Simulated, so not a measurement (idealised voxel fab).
This is a process module. Its name is voxel gate over fins.
Cross-sectional view cut (width: 145 nm; square cell size: 5 nm).
Format of a cross-section: grid, square cells. Given as bands. Order: top down. Band: one or more rows of cells. Look at the band entry: it leads with the top's height and the bottom's height in nm. Then it lists the materials left to right, with a width in nm for each. The word "throughout" on a single material says that material fills the band edge to edge. The word "air" is empty space. Basically, 0 is our baseline, since under it the wafer straight out of the box is all one material. The bottom band has no lower end and keeps on going down, so it looks like "top 0, no bottom". Note: "30->40" means the width goes from the first number (top row of the band) to the second number (bottom row) in equal steps per row of cells. "no modifications" for a step: no cell of the cross-section changed in that step. "Closed cavities" means: voids of 8 cells or more that are shut off from the top with no open way through. Written width x height at distance, distance from the left edge, in nm. On a step's line, text after the settings is the simulator commenting on that step. Among the settings permitted on a step's line is "overlay nm"; applied to a step with a mask, it specifies the extent to which the mask lay to the right of its planned position, whereas a negative figure signifies a position to the left.

**Below is the list of planned process steps**
1. RECEIVE with material Si
2. CONFORMAL_DEP with material SiN, thk nm 10
3. PATTERN with tone cover, mask id FINS, material resist, width nm 15, pitch nm 35, thk nm 15, overlay nm 0
4. DIRECTIONAL_ETCH with etch materials SiN, depth nm 10
5. DIRECTIONAL_ETCH with etch materials Si, depth nm 40
6. STRIP with etch materials resist
7. FILL_DEP with material SiO2, thk nm 5
8. CMP with height nm 10
9. SELECTIVE_ETCH with etch materials SiO2, depth nm 15
10. STRIP with etch materials SiN
11. CONFORMAL_DEP with material HfO2, thk nm 5
12. CONFORMAL_DEP with material TiN, thk nm 5
13. CONFORMAL_DEP with material TiAl, thk nm 5
14. CONFORMAL_DEP with material TiN, thk nm 5
15. FILL_DEP with material W, thk nm 10
16. CMP with height nm 25
17. CONFORMAL_DEP with material SiCN, thk nm 5
Be aware that, although all wafers share a common starting state, the depth nm at step 9 differs among them, and the plan displays the first wafer's value.

**This is how the first of several wafers looked in cross-section when it arrived, which is after step 1**
- top 0, no bottom  Si throughout
- Closed cavities: none

**Here is the cross-section of the first of several wafers at the end of the module, after its last step, step 17**
- top 30, bottom 25  SiCN throughout
- top 25, bottom 20  W throughout
- top 20, bottom 15  W=25  TiN=90  W=30
- top 15, bottom 10  TiN=30  TiAl=80  TiN=35
- top 10, bottom 5  TiAl=35  TiN=70  TiAl=40
- top 5, bottom 0  TiN=40  HfO2=25  TiN=10  HfO2=25  TiN=45
- top 0, bottom -5  HfO2=45  Si=15  HfO2=20  Si=15  HfO2=50
- top -5, bottom -40  SiO2=45  Si=15  SiO2=20  Si=15  SiO2=50
- top -40, no bottom  Si throughout
- Closed cavities: none

**So this is the cross-section on the last wafer at the end of the module**
- top 30, bottom 25  SiCN throughout
- top 25, bottom 20  W throughout
- top 20, bottom 15  W=25  TiN=90  W=30
- top 15, bottom 10  W=25  TiN=5  TiAl=80  TiN=5  W=30
- top 10, bottom 5  W=25  TiN=5  TiAl=5  TiN=70  TiAl=5  TiN=5  W=30
- top 5, bottom 0  W=25  TiN=5  TiAl=5  TiN=5  HfO2=25  TiN=10  HfO2=25  TiN=5  TiAl=5  TiN=5  W=30
- top 0, bottom -10  W=25  TiN=5  TiAl=5  TiN=5  HfO2=5  Si=15  HfO2=5  TiN=10  HfO2=5  Si=15  HfO2=5  TiN=5  TiAl=5  TiN=5  W=30
- top -10, bottom -15  TiN=30  TiAl=5  TiN=5  HfO2=5  Si=15  HfO2=5  TiN=10  HfO2=5  Si=15  HfO2=5  TiN=5  TiAl=5  TiN=35
- top -15, bottom -20  TiAl=35  TiN=5  HfO2=5  Si=15  HfO2=5  TiN=10  HfO2=5  Si=15  HfO2=5  TiN=5  TiAl=40
- top -20, bottom -25  TiN=40  HfO2=5  Si=15  HfO2=5  TiN=10  HfO2=5  Si=15  HfO2=5  TiN=45
- top -25, bottom -30  HfO2=45  Si=15  HfO2=20  Si=15  HfO2=50
- top -30, bottom -40  SiO2=45  Si=15  SiO2=20  Si=15  SiO2=50
- top -40, no bottom  Si throughout
- Closed cavities: none

**Rows = wafers. At module end, each row lists per material the cells gained (+) or lost (-) since the wafer was received, then the closed voids**
depth nm 15; +33 HfO2; -184 Si; +29 SiCN; +161 SiO2; +31 TiAl; +64 TiN; +40 W; Closed cavities: none
depth nm 20; +37 HfO2; -184 Si; +29 SiCN; +138 SiO2; +33 TiAl; +70 TiN; +51 W; Closed cavities: none
depth nm 25; +41 HfO2; -184 Si; +29 SiCN; +115 SiO2; +35 TiAl; +76 TiN; +62 W; Closed cavities: none
depth nm 30; +45 HfO2; -184 Si; +29 SiCN; +92 SiO2; +37 TiAl; +82 TiN; +73 W; Closed cavities: none
depth nm 35; +49 HfO2; -184 Si; +29 SiCN; +69 SiO2; +39 TiAl; +88 TiN; +84 W; Closed cavities: none
depth nm 40; +53 HfO2; -184 Si; +29 SiCN; +46 SiO2; +41 TiAl; +94 TiN; +95 W; Closed cavities: none
